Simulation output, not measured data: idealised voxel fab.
process module | voxel wiring stack
cross-section cut | 190 nm wide | cells 5 nm
A cross-section is a grid of square cells, given in bands from the top down. A band is one or more rows of cells.
Each band's line starts with the height of the band's top and of its bottom, in nm. Then come its materials from left to right, each with its width in nm. One material with "throughout" fills the band from edge to edge. "air" is empty space.
Height 0 is the level under which the wafer as received is all one material. The lowest band goes on downwards, as in "0 down".
A width such as "30 to 40" changes by the same amount from each row of cells to the next, from the band's top row to its bottom row.
"no change" after a step means that no cell of the cross-section changed.
closed voids: empty space of 8 cells or more with no open way to the top, each as width x height at its distance from the left edge, in nm
after a step's settings: what the simulator itself notes on the step
overlay nm, on a step with a mask: how far to the right of its planned place the mask lay; to the left if negative
Each pair below shows a cross-section before one step and the cross-section after it, down to the lowest band that changed. The line under each pair gives the step between them, with its settings. The pairs can come from different runs of this module on the same starting wafer, so a pair continues from the pair above only where its "before" says so.
before
  125 to 110: aC 65 | air 30 | aC 5 | air 30 | aC 60
  110 to 95: lowk 65 | air 15 | lowk 20 | air 15 | lowk 75
  95 to 80: lowk 65 | aC 10 | air 5 | lowk 20 | aC 10 | air 5 | lowk 75
  80 to 75: SiCN throughout
  75 to 60: lowk 60 | SiCN 5 | Ru 20 | SiCN 5 | lowk 5 | SiCN 5 | Ru 20 | SiCN 5 | lowk 65
  60 to 55: SiCN 65 | TiN 20 | SiCN 15 | TiN 20 | SiCN 70
  55 to 40: lowk 65 | Ru 15 | lowk 20 | Ru 15 | lowk 75
  40 to 35: SiCN 65 | Ru 15 | SiCN 20 | Ru 15 | SiCN 75
  35 to 20: lowk 65 | TiN 5 | W 10 | TiN 5 | lowk 15 | TiN 5 | W 10 | TiN 5 | lowk 70
  20 to 15: SiCN 65 | TiN 20 | SiCN 15 | TiN 20 | SiCN 70
  15 to 0: SiO2 throughout
  0 down: Si throughout
  closed voids: none
after
  125 to 110: aC 65 | air 30 | aC 5 | air 30 | aC 60
  110 to 95: lowk 65 | air 30 | lowk 5 | air 30 | lowk 60
  below 95: unchanged
  closed voids: none
the step between: op DIRECTIONAL_ETCH | etch materials lowk | depth nm 15
before: the cross-section after the pair above
after
  125 to 110: aC 65 | air 30 | aC 5 | air 30 | aC 60
  110 to 95: lowk 65 | air 30 | lowk 5 | air 30 | lowk 60
  95 to 80: lowk 65 | aC 10 | air 5 | lowk 20 | aC 10 | air 5 | lowk 75
  80 to 75: SiCN 75 | air 5 | SiCN 30 | air 5 | SiCN 75
  below 75: unchanged
  closed voids: none
the step between: op DIRECTIONAL_ETCH | etch materials SiCN | depth nm 5
before: the cross-section after the pair above
after
  110 to 95: lowk 65 | air 30 | lowk 5 | air 30 | lowk 60
  95 to 80: lowk 65 | air 15 | lowk 20 | air 15 | lowk 75
  below 80: unchanged
  closed voids: none
the step between: op STRIP | etch materials aC
before: the cross-section after the pair above
after
  115 to 110: TiN 70 | air 20 | TiN 15 | air 20 | TiN 65
  110 to 100: lowk 65 | TiN 5 | air 20 | TiN 5 | lowk 5 | TiN 5 | air 20 | TiN 5 | lowk 60
  100 to 95: lowk 65 | TiN 5 | air 5 | TiN 20 | lowk 5 | TiN 5 | air 5 | TiN 20 | lowk 60
  95 to 85: lowk 65 | TiN 5 | air 5 | TiN 5 | lowk 20 | TiN 5 | air 5 | TiN 5 | lowk 75
  85 to 80: lowk 65 | TiN 15 | lowk 20 | TiN 15 | lowk 75
  80 to 75: SiCN 75 | TiN 5 | SiCN 30 | TiN 5 | SiCN 75
  below 75: unchanged
  closed voids: none
the step between: op CONFORMAL_DEP | material TiN | thk nm 5
before: the cross-section after the pair above
after
  125 to 115: Ru throughout
  115 to 110: TiN 70 | Ru 20 | TiN 15 | Ru 20 | TiN 65
  110 to 100: lowk 65 | TiN 5 | Ru 20 | TiN 5 | lowk 5 | TiN 5 | Ru 20 | TiN 5 | lowk 60
  100 to 95: lowk 65 | TiN 5 | Ru 5 | TiN 20 | lowk 5 | TiN 5 | Ru 5 | TiN 20 | lowk 60
  95 to 85: lowk 65 | TiN 5 | Ru 5 | TiN 5 | lowk 20 | TiN 5 | Ru 5 | TiN 5 | lowk 75
  below 85: unchanged
  closed voids: none
the step between: op FILL_DEP | material Ru | thk nm 10
before: the cross-section after the pair above
after
  110 to 100: lowk 65 | TiN 5 | Ru 20 | TiN 5 | lowk 5 | TiN 5 | Ru 20 | TiN 5 | lowk 60
  below 100: unchanged
  closed voids: none
the step between: op CMP | height nm 110
before: the cross-section after the pair above
after
  115 to 110: SiCN throughout
  below 110: unchanged
  closed voids: none
the step between: op CONFORMAL_DEP | material SiCN | thk nm 5
before
  15 to 0: SiO2 throughout
  0 down: Si throughout
  closed voids: none
after
  20 to 15: W throughout
  below 15: unchanged
  closed voids: none
the step between: op CONFORMAL_DEP | material W | thk nm 5
before: the cross-section after the pair above
after
  35 to 20: lowk throughout
  below 20: unchanged
  closed voids: none
the step between: op DIRECTIONAL_DEP | material lowk | thk nm 15
before: the cross-section after the pair above
after
  50 to 35: aC throughout
  below 35: unchanged
  closed voids: none
the step between: op DIRECTIONAL_DEP | material aC | thk nm 15
before: the cross-section after the pair above
after
  85 to 50: resist 65 | air 20 | resist 15 | air 20 | resist 70
  below 50: unchanged
  closed voids: none
the step between: op PATTERN | tone open | mask id METAL_1 | material resist | width nm 20 | pitch nm 35 | thk nm 35 | overlay nm 0
before: the cross-section after the pair above
after
  70 to 50: resist 65 | air 20 | resist 15 | air 20 | resist 70
  50 to 35: aC 65 | air 20 | aC 15 | air 20 | aC 70
  below 35: unchanged
  closed voids: none
the step between: op DIRECTIONAL_ETCH | etch materials aC | depth nm 15
before: the cross-section after the pair above
after
  50 to 35: aC 65 | air 20 | aC 15 | air 20 | aC 70
  below 35: unchanged
  closed voids: none
the step between: op STRIP | etch materials resist
before: the cross-section after the pair above
after
  50 to 35: aC 65 | air 20 | aC 15 | air 20 | aC 70
  35 to 20: lowk 65 | air 20 | lowk 15 | air 20 | lowk 70
  below 20: unchanged
  closed voids: none
the step between: op DIRECTIONAL_ETCH | etch materials lowk | depth nm 15
before: the cross-section after the pair above
after
  35 to 20: lowk 65 | air 20 | lowk 15 | air 20 | lowk 70
  below 20: unchanged
  closed voids: none
the step between: op STRIP | etch materials aC
before: the cross-section after the pair above
after
  40 to 35: TiN 70 | air 10 | TiN 25 | air 10 | TiN 75
  35 to 25: lowk 65 | TiN 5 | air 10 | TiN 5 | lowk 15 | TiN 5 | air 10 | TiN 5 | lowk 70
  25 to 20: lowk 65 | TiN 20 | lowk 15 | TiN 20 | lowk 70
  below 20: unchanged
  closed voids: none
the step between: op CONFORMAL_DEP | material TiN | thk nm 5
before: the cross-section after the pair above
after
  45 to 40: W throughout
  40 to 35: TiN 70 | W 10 | TiN 25 | W 10 | TiN 75
  35 to 25: lowk 65 | TiN 5 | W 10 | TiN 5 | lowk 15 | TiN 5 | W 10 | TiN 5 | lowk 70
  below 25: unchanged
  closed voids: none
the step between: op FILL_DEP | material W | thk nm 5
before: the cross-section after the pair above
after
  35 to 25: lowk 65 | TiN 5 | W 10 | TiN 5 | lowk 15 | TiN 5 | W 10 | TiN 5 | lowk 70
  below 25: unchanged
  closed voids: none
the step between: op CMP | height nm 35
before: the cross-section after the pair above
after
  40 to 35: SiCN throughout
  below 35: unchanged
  closed voids: none
the step between: op CONFORMAL_DEP | material SiCN | thk nm 5
before: the cross-section after the pair above
after
  55 to 40: lowk throughout
  below 40: unchanged
  closed voids: none
the step between: op DIRECTIONAL_DEP | material lowk | thk nm 15
before: the cross-section after the pair above
after
  70 to 55: resist 65 | air 15 | resist 20 | air 15 | resist 75
  below 55: unchanged
  closed voids: none
the step between: op PATTERN | tone open | mask id PLUG_1 | material resist | width nm 15 | pitch nm 35 | thk nm 15 | overlay nm 0
before: the cross-section after the pair above
after
  70 to 55: resist 65 | air 15 | resist 20 | air 15 | resist 75
  55 to 40: lowk 65 | air 15 | lowk 20 | air 15 | lowk 75
  below 40: unchanged
  closed voids: none
the step between: op DIRECTIONAL_ETCH | etch materials lowk | depth nm 15
before: the cross-section after the pair above
after
  70 to 55: resist 65 | air 15 | resist 20 | air 15 | resist 75
  55 to 40: lowk 65 | air 15 | lowk 20 | air 15 | lowk 75
  40 to 35: SiCN 65 | air 15 | SiCN 20 | air 15 | SiCN 75
  below 35: unchanged
  closed voids: none
the step between: op DIRECTIONAL_ETCH | etch materials SiCN | depth nm 5
before: the cross-section after the pair above
after
  55 to 40: lowk 65 | air 15 | lowk 20 | air 15 | lowk 75
  below 40: unchanged
  closed voids: none
the step between: op STRIP | etch materials resist
before: the cross-section after the pair above
after
  55 to 45: lowk 65 | air 15 | lowk 20 | air 15 | lowk 75
  45 to 40: lowk 65 | Ru 15 | lowk 20 | Ru 15 | lowk 75
  40 to 35: SiCN 65 | Ru 15 | SiCN 20 | Ru 15 | SiCN 75
  below 35: unchanged
  closed voids: none
the step between: op EPI | material Ru | thk nm 10
before: the cross-section after the pair above
after
  55 to 40: lowk 65 | Ru 15 | lowk 20 | Ru 15 | lowk 75
  below 40: unchanged
  closed voids: none
the step between: op EPI | material Ru | thk nm 10
before: the cross-section after the pair above
after
  60 to 55: TiN throughout
  below 55: unchanged
  closed voids: none
the step between: op DIRECTIONAL_DEP | material TiN | thk nm 5
before: the cross-section after the pair above
after
  75 to 60: Ru throughout
  below 60: unchanged
  closed voids: none
the step between: op DIRECTIONAL_DEP | material Ru | thk nm 15
before: the cross-section after the pair above
after
  75 to 60: air 65 | Ru 20 | air 15 | Ru 20 | air 70
  below 60: unchanged
  closed voids: none
the step between: op MASKED_ETCH | tone cover | mask id METAL_2 | width nm 20 | pitch nm 35 | etch materials Ru | depth nm 15 | overlay nm 0
before: the cross-section after the pair above
after
  75 to 60: air 65 | Ru 20 | air 15 | Ru 20 | air 70
  60 to 55: air 65 | TiN 20 | air 15 | TiN 20 | air 70
  below 55: unchanged
  closed voids: none
the step between: op MASKED_ETCH | tone cover | mask id METAL_2 | width nm 20 | pitch nm 35 | etch materials TiN | depth nm 5 | overlay nm 0
before: the cross-section after the pair above
after
  80 to 75: air 60 | SiCN 30 | air 5 | SiCN 30 | air 65
  75 to 60: air 60 | SiCN 5 | Ru 20 | SiCN 5 | air 5 | SiCN 5 | Ru 20 | SiCN 5 | air 65
  60 to 55: SiCN 65 | TiN 20 | SiCN 15 | TiN 20 | SiCN 70
  below 55: unchanged
  closed voids: none
the step between: op CONFORMAL_DEP | material SiCN | thk nm 5
before: the cross-section after the pair above
after
  85 to 80: lowk throughout
  80 to 75: lowk 60 | SiCN 30 | lowk 5 | SiCN 30 | lowk 65
  75 to 60: lowk 60 | SiCN 5 | Ru 20 | SiCN 5 | lowk 5 | SiCN 5 | Ru 20 | SiCN 5 | lowk 65
  below 60: unchanged
  closed voids: none
the step between: op FILL_DEP | material lowk | thk nm 5
before: the cross-section after the pair above
after
  75 to 60: lowk 60 | SiCN 5 | Ru 20 | SiCN 5 | lowk 5 | SiCN 5 | Ru 20 | SiCN 5 | lowk 65
  below 60: unchanged
  closed voids: none
the step between: op CMP | height nm 75
before: the cross-section after the pair above
after
  80 to 75: SiCN throughout
  below 75: unchanged
  closed voids: none
the step between: op CONFORMAL_DEP | material SiCN | thk nm 5
before: the cross-section after the pair above
after
  110 to 80: lowk throughout
  below 80: unchanged
  closed voids: none
the step between: op DIRECTIONAL_DEP | material lowk | thk nm 30
before: the cross-section after the pair above
after
  125 to 110: resist 65 | air 15 | resist 20 | air 15 | resist 75
  below 110: unchanged
  closed voids: none
the step between: op PATTERN | tone open | mask id METAL_3_HOLES | material resist | width nm 15 | pitch nm 35 | thk nm 15 | overlay nm 0
before: the cross-section after the pair above
after
  125 to 110: resist 65 | air 15 | resist 20 | air 15 | resist 75
  110 to 80: lowk 65 | air 15 | lowk 20 | air 15 | lowk 75
  below 80: unchanged
  closed voids: none
the step between: op DIRECTIONAL_ETCH | etch materials lowk | depth nm 30
before: the cross-section after the pair above
after
  110 to 80: lowk 65 | air 15 | lowk 20 | air 15 | lowk 75
  below 80: unchanged
  closed voids: none
the step between: op STRIP | etch materials resist
before: the cross-section after the pair above
after
  125 to 110: aC 65 | air 15 | aC 20 | air 15 | aC 75
  110 to 95: lowk 65 | air 15 | lowk 20 | air 15 | lowk 75
  95 to 80: lowk 65 | aC 15 | lowk 20 | aC 15 | lowk 75
  below 80: unchanged
  closed voids: none
the step between: op DIRECTIONAL_DEP | material aC | thk nm 15
before: the cross-section after the pair above
after
  160 to 125: resist 65 | air 20 | resist 15 | air 20 | resist 70
  below 125: unchanged
  closed voids: none
the step between: op PATTERN | tone open | mask id METAL_3 | material resist | width nm 20 | pitch nm 35 | thk nm 35 | overlay nm 0
before: the cross-section after the pair above
after
  145 to 125: resist 65 | air 20 | resist 15 | air 20 | resist 70
  125 to 110: aC 65 | air 20 | aC 15 | air 20 | aC 70
  110 to 80: lowk 65 | air 15 | lowk 20 | air 15 | lowk 75
  below 80: unchanged
  closed voids: none
the step between: op DIRECTIONAL_ETCH | etch materials aC | depth nm 15
before: the cross-section after the pair above
after
  125 to 110: aC 65 | air 20 | aC 15 | air 20 | aC 70
  below 110: unchanged
  closed voids: none
the step between: op STRIP | etch materials resist
before: the cross-section after the pair above
after
  125 to 110: aC 65 | air 20 | aC 15 | air 20 | aC 70
  110 to 95: lowk 65 | air 20 | lowk 15 | air 20 | lowk 70
  below 95: unchanged
  closed voids: none
the step between: op DIRECTIONAL_ETCH | etch materials lowk | depth nm 15
before: the cross-section after the pair above
after
  125 to 110: aC 65 | air 20 | aC 15 | air 20 | aC 70
  110 to 95: lowk 65 | air 20 | lowk 15 | air 20 | lowk 70
  95 to 80: lowk 65 | air 15 | lowk 20 | air 15 | lowk 75
  80 to 75: SiCN 65 | air 15 | SiCN 20 | air 15 | SiCN 75
  below 75: unchanged
  closed voids: none
the step between: op DIRECTIONAL_ETCH | etch materials SiCN | depth nm 5
before: the cross-section after the pair above
after
  110 to 95: lowk 65 | air 20 | lowk 15 | air 20 | lowk 70
  below 95: unchanged
  closed voids: none
the step between: op STRIP | etch materials aC
before: the cross-section after the pair above
after
  115 to 110: TiN 70 | air 10 | TiN 25 | air 10 | TiN 75
  110 to 100: lowk 65 | TiN 5 | air 10 | TiN 5 | lowk 15 | TiN 5 | air 10 | TiN 5 | lowk 70
  100 to 95: lowk 65 | TiN 5 | air 5 | TiN 10 | lowk 15 | TiN 5 | air 5 | TiN 10 | lowk 70
  95 to 80: lowk 65 | TiN 5 | air 5 | TiN 5 | lowk 20 | TiN 5 | air 5 | TiN 5 | lowk 75
  80 to 75: SiCN 65 | TiN 15 | SiCN 20 | TiN 15 | SiCN 75
  below 75: unchanged
  closed voids: none
the step between: op CONFORMAL_DEP | material TiN | thk nm 5
before: the cross-section after the pair above
after
  125 to 115: Ru throughout
  115 to 110: TiN 70 | Ru 10 | TiN 25 | Ru 10 | TiN 75
  110 to 100: lowk 65 | TiN 5 | Ru 10 | TiN 5 | lowk 15 | TiN 5 | Ru 10 | TiN 5 | lowk 70
  100 to 95: lowk 65 | TiN 5 | Ru 5 | TiN 10 | lowk 15 | TiN 5 | Ru 5 | TiN 10 | lowk 70
  95 to 80: lowk 65 | TiN 5 | Ru 5 | TiN 5 | lowk 20 | TiN 5 | Ru 5 | TiN 5 | lowk 75
  below 80: unchanged
  closed voids: none
the step between: op FILL_DEP | material Ru | thk nm 10
before: the cross-section after the pair above
after
  110 to 100: lowk 65 | TiN 5 | Ru 10 | TiN 5 | lowk 15 | TiN 5 | Ru 10 | TiN 5 | lowk 70
  below 100: unchanged
  closed voids: none
the step between: op CMP | height nm 110
before: the cross-section after the pair above
after
  115 to 110: SiCN throughout
  below 110: unchanged
  closed voids: none
the step between: op CONFORMAL_DEP | material SiCN | thk nm 5
before
  55 to 40: lowk throughout
  40 to 35: SiCN throughout
  35 to 20: lowk 65 | TiN 5 | W 10 | TiN 5 | lowk 15 | TiN 5 | W 10 | TiN 5 | lowk 70
  20 to 15: SiCN 65 | TiN 20 | SiCN 15 | TiN 20 | SiCN 70
  15 to 0: SiO2 throughout
  0 down: Si throughout
  closed voids: none
after
  70 to 55: air 65 | resist 15 | air 20 | resist 15 | air 75
  below 55: unchanged
  closed voids: none
the step between: op PATTERN | tone cover | mask id PLUG_1 | material resist | width nm 15 | pitch nm 35 | thk nm 15 | overlay nm 0
before: the cross-section after the pair above
after
  70 to 55: air 65 | resist 15 | air 20 | resist 15 | air 75
  55 to 40: air 65 | lowk 15 | air 20 | lowk 15 | air 75
  below 40: unchanged
  closed voids: none
the step between: op DIRECTIONAL_ETCH | etch materials lowk | depth nm 15
before: the cross-section after the pair above
after
  70 to 55: air 65 | resist 15 | air 20 | resist 15 | air 75
  55 to 40: air 65 | lowk 15 | air 20 | lowk 15 | air 75
  40 to 35: air 65 | SiCN 15 | air 20 | SiCN 15 | air 75
  below 35: unchanged
  closed voids: none
the step between: op DIRECTIONAL_ETCH | etch materials SiCN | depth nm 5
before: the cross-section after the pair above
after
  55 to 40: air 65 | lowk 15 | air 20 | lowk 15 | air 75
  below 40: unchanged
  closed voids: none
the step between: op STRIP | etch materials resist
before: the cross-section after the pair above
after
  55 to 45: air 65 | lowk 15 | air 20 | lowk 15 | air 75
  45 to 40: air 65 | lowk 15 | Ru 15 | air 5 | lowk 15 | Ru 15 | air 60
  40 to 35: air 65 | SiCN 15 | Ru 15 | air 5 | SiCN 15 | Ru 15 | air 60
  below 35: unchanged
  closed voids: none
the step between: op EPI | material Ru | thk nm 10
before: the cross-section after the pair above
after
  55 to 40: air 65 | lowk 15 | Ru 20 | lowk 15 | Ru 25 | air 50
  40 to 35: air 65 | SiCN 15 | Ru 20 | SiCN 15 | Ru 25 | air 50
  below 35: unchanged
  closed voids: none
the step between: op EPI | material Ru | thk nm 10
before: the cross-section after the pair above
after
  60 to 55: air 65 | TiN 75 | air 50
  55 to 40: air 65 | lowk 15 | Ru 20 | lowk 15 | Ru 25 | air 50
  40 to 35: TiN 65 | SiCN 15 | Ru 20 | SiCN 15 | Ru 25 | TiN 50
  below 35: unchanged
  closed voids: none
the step between: op DIRECTIONAL_DEP | material TiN | thk nm 5
before: the cross-section after the pair above
after
  75 to 60: air 65 | Ru 75 | air 50
  60 to 55: air 65 | TiN 75 | air 50
  55 to 40: Ru 65 | lowk 15 | Ru 20 | lowk 15 | Ru 75
  below 40: unchanged
  closed voids: none
the step between: op DIRECTIONAL_DEP | material Ru | thk nm 15
before: the cross-section after the pair above
after
  75 to 60: air 65 | Ru 20 | air 15 | Ru 20 | air 70
  60 to 55: air 65 | TiN 75 | air 50
  55 to 40: air 65 | lowk 15 | Ru 20 | lowk 15 | Ru 25 | air 50
  below 40: unchanged
  closed voids: none
the step between: op MASKED_ETCH | tone cover | mask id METAL_2 | width nm 20 | pitch nm 35 | etch materials Ru | depth nm 15 | overlay nm 0
before: the cross-section after the pair above
after
  75 to 60: air 65 | Ru 20 | air 15 | Ru 20 | air 70
  60 to 55: air 65 | TiN 20 | air 15 | TiN 20 | air 70
  55 to 40: air 65 | lowk 15 | Ru 20 | lowk 15 | Ru 25 | air 50
  40 to 35: air 65 | SiCN 15 | Ru 20 | SiCN 15 | Ru 25 | air 50
  below 35: unchanged
  closed voids: none
the step between: op MASKED_ETCH | tone cover | mask id METAL_2 | width nm 20 | pitch nm 35 | etch materials TiN | depth nm 5 | overlay nm 0
before: the cross-section after the pair above
after
  80 to 75: air 60 | SiCN 30 | air 5 | SiCN 30 | air 65
  75 to 60: air 60 | SiCN 5 | Ru 20 | SiCN 5 | air 5 | SiCN 5 | Ru 20 | SiCN 5 | air 65
  60 to 55: air 60 | SiCN 5 | TiN 20 | SiCN 15 | TiN 20 | SiCN 25 | air 45
  55 to 40: air 60 | SiCN 5 | lowk 15 | Ru 20 | lowk 15 | Ru 25 | SiCN 5 | air 45
  40 to 35: SiCN 80 | Ru 20 | SiCN 15 | Ru 25 | SiCN 50
  below 35: unchanged
  closed voids: none
the step between: op CONFORMAL_DEP | material SiCN | thk nm 5
before: the cross-section after the pair above
after
  85 to 80: lowk throughout
  80 to 75: lowk 60 | SiCN 30 | lowk 5 | SiCN 30 | lowk 65
  75 to 60: lowk 60 | SiCN 5 | Ru 20 | SiCN 5 | lowk 5 | SiCN 5 | Ru 20 | SiCN 5 | lowk 65
  60 to 55: lowk 60 | SiCN 5 | TiN 20 | SiCN 15 | TiN 20 | SiCN 25 | lowk 45
  55 to 40: lowk 60 | SiCN 5 | lowk 15 | Ru 20 | lowk 15 | Ru 25 | SiCN 5 | lowk 45
  below 40: unchanged
  closed voids: none
the step between: op FILL_DEP | material lowk | thk nm 5
before: the cross-section after the pair above
after
  75 to 60: lowk 60 | SiCN 5 | Ru 20 | SiCN 5 | lowk 5 | SiCN 5 | Ru 20 | SiCN 5 | lowk 65
  below 60: unchanged
  closed voids: none
the step between: op CMP | height nm 75
before: the cross-section after the pair above
after
  80 to 75: SiCN throughout
  below 75: unchanged
  closed voids: none
the step between: op CONFORMAL_DEP | material SiCN | thk nm 5
before: the cross-section after the pair above
after
  110 to 80: lowk throughout
  below 80: unchanged
  closed voids: none
the step between: op DIRECTIONAL_DEP | material lowk | thk nm 30
before: the cross-section after the pair above
after
  125 to 110: resist 65 | air 15 | resist 20 | air 15 | resist 75
  below 110: unchanged
  closed voids: none
the step between: op PATTERN | tone open | mask id METAL_3_HOLES | material resist | width nm 15 | pitch nm 35 | thk nm 15 | overlay nm 0
before: the cross-section after the pair above
after
  125 to 110: resist 65 | air 15 | resist 20 | air 15 | resist 75
  110 to 80: lowk 65 | air 15 | lowk 20 | air 15 | lowk 75
  below 80: unchanged
  closed voids: none
the step between: op DIRECTIONAL_ETCH | etch materials lowk | depth nm 30
before: the cross-section after the pair above
after
  110 to 80: lowk 65 | air 15 | lowk 20 | air 15 | lowk 75
  below 80: unchanged
  closed voids: none
the step between: op STRIP | etch materials resist
before: the cross-section after the pair above
after
  125 to 110: aC 65 | air 15 | aC 20 | air 15 | aC 75
  110 to 95: lowk 65 | air 15 | lowk 20 | air 15 | lowk 75
  95 to 80: lowk 65 | aC 15 | lowk 20 | aC 15 | lowk 75
  below 80: unchanged
  closed voids: none
the step between: op DIRECTIONAL_DEP | material aC | thk nm 15
before: the cross-section after the pair above
after
  160 to 125: resist 65 | air 20 | resist 15 | air 20 | resist 70
  below 125: unchanged
  closed voids: none
the step between: op PATTERN | tone open | mask id METAL_3 | material resist | width nm 20 | pitch nm 35 | thk nm 35 | overlay nm 0
before: the cross-section after the pair above
after
  145 to 125: resist 65 | air 20 | resist 15 | air 20 | resist 70
  125 to 110: aC 65 | air 20 | aC 15 | air 20 | aC 70
  110 to 80: lowk 65 | air 15 | lowk 20 | air 15 | lowk 75
  below 80: unchanged
  closed voids: none
the step between: op DIRECTIONAL_ETCH | etch materials aC | depth nm 15
before: the cross-section after the pair above
after
  125 to 110: aC 65 | air 20 | aC 15 | air 20 | aC 70
  below 110: unchanged
  closed voids: none
the step between: op STRIP | etch materials resist
before: the cross-section after the pair above
after
  125 to 110: aC 65 | air 20 | aC 15 | air 20 | aC 70
  110 to 95: lowk 65 | air 20 | lowk 15 | air 20 | lowk 70
  below 95: unchanged
  closed voids: none
the step between: op DIRECTIONAL_ETCH | etch materials lowk | depth nm 15
before: the cross-section after the pair above
after
  125 to 110: aC 65 | air 20 | aC 15 | air 20 | aC 70
  110 to 95: lowk 65 | air 20 | lowk 15 | air 20 | lowk 70
  95 to 80: lowk 65 | air 15 | lowk 20 | air 15 | lowk 75
  80 to 75: SiCN 65 | air 15 | SiCN 20 | air 15 | SiCN 75
  below 75: unchanged
  closed voids: none
the step between: op DIRECTIONAL_ETCH | etch materials SiCN | depth nm 5
before: the cross-section after the pair above
after
  110 to 95: lowk 65 | air 20 | lowk 15 | air 20 | lowk 70
  below 95: unchanged
  closed voids: none
the step between: op STRIP | etch materials aC
before: the cross-section after the pair above
after
  115 to 110: TiN 70 | air 10 | TiN 25 | air 10 | TiN 75
  110 to 100: lowk 65 | TiN 5 | air 10 | TiN 5 | lowk 15 | TiN 5 | air 10 | TiN 5 | lowk 70
  100 to 95: lowk 65 | TiN 5 | air 5 | TiN 10 | lowk 15 | TiN 5 | air 5 | TiN 10 | lowk 70
  95 to 80: lowk 65 | TiN 5 | air 5 | TiN 5 | lowk 20 | TiN 5 | air 5 | TiN 5 | lowk 75
  80 to 75: SiCN 65 | TiN 15 | SiCN 20 | TiN 15 | SiCN 75
  below 75: unchanged
  closed voids: none
the step between: op CONFORMAL_DEP | material TiN | thk nm 5
before: the cross-section after the pair above
after
  125 to 115: Ru throughout
  115 to 110: TiN 70 | Ru 10 | TiN 25 | Ru 10 | TiN 75
  110 to 100: lowk 65 | TiN 5 | Ru 10 | TiN 5 | lowk 15 | TiN 5 | Ru 10 | TiN 5 | lowk 70
  100 to 95: lowk 65 | TiN 5 | Ru 5 | TiN 10 | lowk 15 | TiN 5 | Ru 5 | TiN 10 | lowk 70
  95 to 80: lowk 65 | TiN 5 | Ru 5 | TiN 5 | lowk 20 | TiN 5 | Ru 5 | TiN 5 | lowk 75
  below 80: unchanged
  closed voids: none
the step between: op FILL_DEP | material Ru | thk nm 10
before: the cross-section after the pair above
after
  110 to 100: lowk 65 | TiN 5 | Ru 10 | TiN 5 | lowk 15 | TiN 5 | Ru 10 | TiN 5 | lowk 70
  below 100: unchanged
  closed voids: none
the step between: op CMP | height nm 110
before: the cross-section after the pair above
after
  115 to 110: SiCN throughout
  below 110: unchanged
  closed voids: none
the step between: op CONFORMAL_DEP | material SiCN | thk nm 5
